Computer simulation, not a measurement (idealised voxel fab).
The following process module bears the name voxel transistor to metal.
Cross-section cut: width 265 nm, square cells of 5 nm.
Cross-section = grid of square cells, listed top down in bands; band = one or more rows.
Look at the band entry: it leads with the top's height and the bottom's height in nm. Then it lists the materials left to right, with a width in nm for each. The word "edge to edge" on a single material says that material fills the band edge to edge. The word "empty" is empty space.
Heights are measured from 0, the level below which the as-received wafer is all one material; the lowest band has no bottom and continues downward, written as in "0..down".
Per-row width for "30->40": begins at first number (top row of band), ends at second number (bottom row), increment between rows held constant.
"remained the same" (step): cross-section cells unchanged, all of them.
So "Fully sealed voids" is basically the list of trapped voids: any empty space of 8 cells or more that can't reach the top through an opening. They're written width x height at distance, the distance being from the left edge, and it's all nm.
If you see something after the settings on a step's line, that's the simulator's own remark about that step.
overlay nm: on a step with a mask, how far right of its planned place the mask lay; negative means left.

SO HERE'S THE LINEUP OF PROCESS STEPS WE PLANNED
1,RECEIVE (material Si)
2,OXIDIZE (depth nm 5)
3,CONFORMAL_DEP (material SiN; thk nm 10)
4,PATTERN (tone cover; mask id ACTIVE; material resist; width nm 100; pitch nm 125; thk nm 20; overlay nm 0)
5,DIRECTIONAL_ETCH (etch materials SiN; depth nm 10)
6,DIRECTIONAL_ETCH (etch materials SiO2; depth nm 5)
7,DIRECTIONAL_ETCH (etch materials Si; depth nm 20)
8,STRIP (etch materials resist)
9,OXIDIZE (depth nm 5)
10,FILL_DEP (material SiO2; thk nm 10)
11,CMP (height nm 10)
12,SELECTIVE_ETCH (etch materials SiO2; depth nm 10)
13,STRIP (etch materials SiN)
14,SELECTIVE_ETCH (etch materials SiO2; depth nm 5)
15,OXIDIZE (depth nm 5)
16,DIRECTIONAL_DEP (material polySi; thk nm 30)
17,DIRECTIONAL_DEP (material SiCN; thk nm 10)
18,MASKED_ETCH (tone cover; mask id GATE; width nm 20; pitch nm 125; etch materials SiCN; depth nm 20; overlay nm 0)
19,MASKED_ETCH (tone cover; mask id GATE; width nm 20; pitch nm 125; etch materials polySi; depth nm 40; overlay nm 0)
20,CONFORMAL_DEP (material SiN; thk nm 5)
21,DIRECTIONAL_ETCH (etch materials SiN; depth nm 5)
22,DIRECTIONAL_ETCH (etch materials SiO2; depth nm 5)
23,EPI (material nSi; thk nm 5)
24,FILL_DEP (material SiO2; thk nm 5)
25,CMP (height nm 35)
26,DIRECTIONAL_DEP (material SiO2; thk nm 15)
27,MASKED_ETCH (tone open; mask id CONTACT; width nm 15; etch materials SiO2; depth nm 55; overlay nm 0)
28,CONFORMAL_DEP (material TiN; thk nm 5)
29,FILL_DEP (material W; thk nm 10)
30,CMP (height nm 50)
31,CONFORMAL_DEP (material SiN; thk nm 5)
32,DIRECTIONAL_DEP (material lowk; thk nm 15)
33,PATTERN (tone open; mask id METAL_1; material resist; width nm 15; thk nm 15; overlay nm 0)
34,DIRECTIONAL_ETCH (etch materials lowk; depth nm 15)
35,DIRECTIONAL_ETCH (etch materials SiN; depth nm 5)
36,STRIP (etch materials resist)
37,CONFORMAL_DEP (material TiN; thk nm 5)
38,FILL_DEP (material Ru; thk nm 10)
39,CMP (height nm 70)
40,EPI (material Ru; thk nm 5)
41,FILL_DEP (material SiCN; thk nm 5)
42,DIRECTIONAL_DEP (material lowk; thk nm 35)
43,DIRECTIONAL_DEP (material aC; thk nm 15)
44,PATTERN (tone open; mask id METAL_2; material resist; width nm 15; pitch nm 125; thk nm 30; overlay nm 0)
45,DIRECTIONAL_ETCH (etch materials aC; depth nm 15)
46,STRIP (etch materials resist)
47,DIRECTIONAL_ETCH (etch materials lowk; depth nm 20)
48,STRIP (etch materials aC)
49,PATTERN (tone open; mask id METAL_2_HOLES; material resist; width nm 15; pitch nm 125; thk nm 15; overlay nm 0)
50,DIRECTIONAL_ETCH (etch materials lowk; depth nm 15)
51,DIRECTIONAL_ETCH (etch materials SiCN; depth nm 5)
52,STRIP (etch materials resist)
53,CONFORMAL_DEP (material TiN; thk nm 5)
54,FILL_DEP (material Ru; thk nm 5)
55,CMP (height nm 115)
56,CONFORMAL_DEP (material SiN; thk nm 5)

INCOMING WAFER, CROSS-SECTIONAL VIEW, POST STEP 1
0..down = Si edge to edge
Fully sealed voids: none

END STATE OF THE MODULE IN CROSS-SECTION, GIVEN THE ABOVE STARTING POINT AND PLAN AND ONE MISTAKE IN EXECUTION
120..115 = SiN edge to edge
115..80 = lowk 30 nm; TiN 5 nm; Ru 5 nm; TiN 5 nm; lowk 110 nm; TiN 5 nm; Ru 5 nm; TiN 5 nm; lowk 95 nm
80..75 = SiCN 30 nm; TiN 15 nm; SiCN 110 nm; TiN 15 nm; SiCN 95 nm
75..70 = SiCN 25 nm; Ru 25 nm; SiCN 40 nm; Ru 25 nm; SiCN 35 nm; Ru 25 nm; SiCN 40 nm; Ru 25 nm; SiCN 25 nm
70..55 = lowk 30 nm; TiN 5 nm; Ru 5 nm; TiN 5 nm; lowk 50 nm; TiN 5 nm; Ru 5 nm; TiN 5 nm; lowk 45 nm; TiN 5 nm; Ru 5 nm; TiN 5 nm; lowk 50 nm; TiN 5 nm; Ru 5 nm; TiN 5 nm; lowk 30 nm
55..50 = SiN 30 nm; TiN 15 nm; SiN 50 nm; TiN 15 nm; SiN 45 nm; TiN 15 nm; SiN 50 nm; TiN 15 nm; SiN 30 nm
50..35 = SiO2 20 nm; TiN 5 nm; W 5 nm; TiN 5 nm; SiO2 50 nm; TiN 5 nm; W 5 nm; TiN 5 nm; SiO2 45 nm; TiN 5 nm; W 5 nm; TiN 5 nm; SiO2 50 nm; TiN 5 nm; W 5 nm; TiN 5 nm; SiO2 40 nm
35..25 = SiO2 20 nm; TiN 5 nm; W 5 nm; TiN 5 nm; SiO2 20 nm; SiN 5 nm; SiCN 20 nm; SiN 5 nm; TiN 5 nm; W 5 nm; TiN 5 nm; SiO2 45 nm; TiN 5 nm; W 5 nm; TiN 5 nm; SiO2 20 nm; SiN 5 nm; SiCN 20 nm; SiN 5 nm; TiN 5 nm; W 5 nm; TiN 5 nm; SiO2 40 nm
25..0 = SiO2 20 nm; TiN 5 nm; W 5 nm; TiN 5 nm; SiO2 20 nm; SiN 5 nm; polySi 20 nm; SiN 5 nm; TiN 5 nm; W 5 nm; TiN 5 nm; SiO2 45 nm; TiN 5 nm; W 5 nm; TiN 5 nm; SiO2 20 nm; SiN 5 nm; polySi 20 nm; SiN 5 nm; TiN 5 nm; W 5 nm; TiN 5 nm; SiO2 40 nm
0..-5 = SiO2 20 nm; TiN 15 nm; SiO2 20 nm; SiN 5 nm; polySi 20 nm; SiN 5 nm; TiN 15 nm; SiO2 45 nm; TiN 15 nm; SiO2 20 nm; SiN 5 nm; polySi 20 nm; SiN 5 nm; TiN 15 nm; SiO2 40 nm
-5..-10 = SiO2 20 nm; nSi 35 nm; SiO2 30 nm; nSi 35 nm; SiO2 25 nm; nSi 35 nm; SiO2 30 nm; nSi 35 nm; SiO2 20 nm
-10..-30 = SiO2 25 nm; Si 90 nm; SiO2 35 nm; Si 90 nm; SiO2 25 nm
-30..down = Si edge to edge
Fully sealed voids: none
Where did the run depart from the plan? step 27 ran with different settings than intended, the actual operation and settings being MASKED_ETCH (tone open; mask id CONTACT; width nm 15; etch materials SiO2; depth nm 55; overlay nm -10)
